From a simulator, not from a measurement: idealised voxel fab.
Proc. module: voxel self aligned vias
FYI the section here is cut, 295 nm wide, cells are 5 nm squares.
For the purposes of this document, a cross-section shall be understood as a grid of square cells, specified as bands listed in top-to-bottom order, each band consisting of one or more rows of cells.
Quick guide to a band line: top height, bottom height (nm) up front; then every material left to right with its width in nm. Only one material and it's marked "everywhere"? Then it fills the band edge to edge. And "blank" just means empty space.
It should be noted that heights are counted from 0, beneath which the wafer as supplied is of one material throughout, and that the lowest band possesses no lower boundary but continues downward, as written in "0 and below".
When a width is written as two numbers, as in "30..40", the first number is the width in the top row of cells of the band and the second is the width in its bottom row, and the width changes by the same amount from each row to the next.
Take "no alteration" at face value: in the step it is given for, the cross-section changed in none of its cells.
What "Closed void table" gives you is every empty space of 8 cells or more that is cut off from the top. Each appears as width x height at distance, with the distance taken from the left edge and width, height and distance all in nm.
Where a step's line continues beyond its settings, the continuation is a remark by the simulator itself on that step.
overlay nm: on a step with a mask, how far right of its planned place the mask lay; negative means left.

# Process steps foreseen in the plan
| 1 | RECEIVE, material Si |
| 2 | CONFORMAL_DEP, material SiO2, thk nm 10 |
| 3 | CONFORMAL_DEP, material SiCN, thk nm 5 |
| 4 | DIRECTIONAL_DEP, material SiO2, thk nm 25 |
| 5 | DIRECTIONAL_DEP, material aC, thk nm 15 |
| 6 | PATTERN, tone open, mask id LINES, material resist, width nm 30, pitch nm 65, thk nm 30, overlay nm 0 |
| 7 | DIRECTIONAL_ETCH, etch materials aC, depth nm 15 |
| 8 | STRIP, etch materials resist |
| 9 | DIRECTIONAL_ETCH, etch materials SiO2, depth nm 25 |
| 10 | STRIP, etch materials aC |
| 11 | CONFORMAL_DEP, material TiN, thk nm 5 |
| 12 | FILL_DEP, material W, thk nm 5 |
| 13 | CMP, height nm 40 |
| 14 | SELECTIVE_ETCH, etch materials W Ru TiN, depth nm 5 |
| 15 | FILL_DEP, material SiN, thk nm 5 |
| 16 | CMP, height nm 40 |
| 17 | DIRECTIONAL_DEP, material SiO2, thk nm 15 |
| 18 | DIRECTIONAL_DEP, material aC, thk nm 15 |
| 19 | PATTERN, tone open, mask id VIAS, material resist, width nm 40, thk nm 35, overlay nm 0 |
| 20 | DIRECTIONAL_ETCH, etch materials aC, depth nm 15 |
| 21 | STRIP, etch materials resist |
| 22 | DIRECTIONAL_ETCH, etch materials SiO2, depth nm 15 |
| 23 | DIRECTIONAL_ETCH, etch materials SiN, depth nm 5 |
| 24 | STRIP, etch materials aC |
| 25 | CONFORMAL_DEP, material TiN, thk nm 5 |
| 26 | FILL_DEP, material W, thk nm 5 |
| 27 | CMP, height nm 55 |
| 28 | CONFORMAL_DEP, material SiN, thk nm 5 |

# As-received state of the wafer in cross-section, equivalent to post-step 1
  0 and below | Si everywhere
  Closed void table: none

# The first of two wafers, cross-sectioned at the end of the module, with the run proceeding as planned
  60 down to 55 | SiN everywhere
  55 down to 45 | 95 SiO2, 5 TiN, 30 W, 5 TiN, 160 SiO2
  45 down to 40 | 95 SiO2, 10 TiN, 20 W, 10 TiN, 160 SiO2
  40 down to 35 | 100 SiO2, 30 TiN, 35 SiO2, 30 SiN, 100 SiO2
  35 down to 20 | 100 SiO2, 5 TiN, 20 W, 5 TiN, 35 SiO2, 5 TiN, 20 W, 5 TiN, 100 SiO2
  20 down to 15 | 100 SiO2, 30 TiN, 35 SiO2, 30 TiN, 100 SiO2
  15 down to 10 | SiCN everywhere
  10 down to 0 | SiO2 everywhere
  0 and below | Si everywhere
  Closed void table: none

# Wafer two, sectioned after the module: the first wafer's start, the first wafer's plan, and one mistake in how it was run
  60 down to 55 | SiN everywhere
  55 down to 45 | 95 SiO2, 5 TiN, 30 W, 5 TiN, 160 SiO2
  45 down to 40 | 95 SiO2, 10 TiN, 20 W, 10 TiN, 160 SiO2
  40 down to 35 | 100 SiO2, 30 TiN, 35 SiO2, 30 SiN, 100 SiO2
  35 down to 25 | 100 SiO2, 5 TiN, 20 W, 5 TiN, 35 SiO2, 5 TiN, 20 W, 5 TiN, 100 SiO2
  25 down to 20 | 100 SiO2, 30 TiN, 35 SiO2, 30 TiN, 100 SiO2
  20 down to 15 | SiCN everywhere
  15 down to 0 | SiO2 everywhere
  0 and below | Si everywhere
  Closed void table: none
Heads up, the wafer didn't run the way we planned it: step 2 was processed under conditions differing from the plan, specifically as CONFORMAL_DEP, material SiO2, thk nm 15
It is noted that, at the conclusion of processing, the second wafer exhibits a higher or lower cell count for certain materials relative to the first: SiO2: 12 more | TiN: 4 fewer | W: 8 fewer
